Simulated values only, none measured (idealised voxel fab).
The following process module bears the name voxel plated lines.
This is section cut - it's 285 nm across, gridded in 5 nm square cells.
Format of a cross-section: grid, square cells. Given as bands. Order: top down. Band: one or more rows of cells.
Within each band entry, the heights of the top and of the bottom of the band appear first, in that order and in nm; the materials of the band then follow from left to right, each with its corresponding width in nm. The designation "all across" on a single material indicates that it fills the band from edge to edge; the designation "empty" indicates empty space.
Heads up on the height convention: 0 is the point under which the incoming wafer is all one material, and the lowest band has no bottom, it just keeps going down, like "0..down".
Width: "30..40" (first number = top row, second number = bottom row, same change from row to row of cells).
Where the words "nothing got changed" appear for a step, the cross-section shows no cell changed by that step; every cell remained as before.
If an empty space has no open way to the top and is at least 8 cells in size, "Closed void entries" lists it, written width x height at distance, where distance is measured from the left edge and every value is in nm.
Anything after a step's settings on that line? It's the simulator's own note about the step.
You can add "overlay nm" to a step's line. For a step with a mask, it describes how far the mask lay to the right of its planned position, and a negative number describes a lay to the left.
Intended process steps:
| 1 | RECEIVE (material Si) |
| 2 | CONFORMAL_DEP (material Al2O3; thk nm 5) |
| 3 | DIRECTIONAL_DEP (material TiN; thk nm 5) |
| 4 | PATTERN (tone open; mask id LINES; material resist; width nm 25; pitch nm 55; thk nm 25; overlay nm 0) |
| 5 | EPI (material Ru; thk nm 10) |
| 6 | EPI (material Ru; thk nm 10) |
| 7 | STRIP (etch materials resist) |
| 8 | DIRECTIONAL_ETCH (etch materials TiN; depth nm 5) |
| 9 | CONFORMAL_DEP (material SiCN; thk nm 10) |
So this is the incoming wafer in cross-section - it's already been through step 1:
    0..down = Si all across
    Closed void entries: none
Cross-section: first of two wafers, module finished, run according to plan:
    40..30 = 90 of empty, then 45 of SiCN, then 10 of empty, then 45 of SiCN, then 95 of empty
    30..15 = 90 of empty, then 10 of SiCN, then 25 of Ru, then 10 of SiCN, then 10 of empty, then 10 of SiCN, then 25 of Ru, then 10 of SiCN, then 95 of empty
    15..10 = 100 of SiCN, then 25 of Ru, then 30 of SiCN, then 25 of Ru, then 105 of SiCN
    10..5 = 100 of SiCN, then 25 of TiN, then 30 of SiCN, then 25 of TiN, then 105 of SiCN
    5..0 = Al2O3 all across
    0..down = Si all across
    Closed void entries: none
This is the second of the two wafers, cross-sectioned at the end of the module; it started exactly like the first and was given the same plan, but it was run with one mistake:
    40..30 = 95 of empty, then 35 of SiCN, then 20 of empty, then 35 of SiCN, then 100 of empty
    30..15 = 95 of empty, then 10 of SiCN, then 15 of Ru, then 10 of SiCN, then 20 of empty, then 10 of SiCN, then 15 of Ru, then 10 of SiCN, then 100 of empty
    15..10 = 105 of SiCN, then 15 of Ru, then 40 of SiCN, then 15 of Ru, then 110 of SiCN
    10..5 = 105 of SiCN, then 15 of TiN, then 40 of SiCN, then 15 of TiN, then 110 of SiCN
    5..0 = Al2O3 all across
    0..down = Si all across
    Closed void entries: none
Error vs. plan: so step 4 ended up running with a different setting than we planned, it ran as PATTERN (tone open; mask id LINES; material resist; width nm 15; pitch nm 55; thk nm 25; overlay nm 0)
End check, counted in cells, second wafer has more or fewer of these materials than the first: 16 fewer of Ru; 4 fewer of TiN
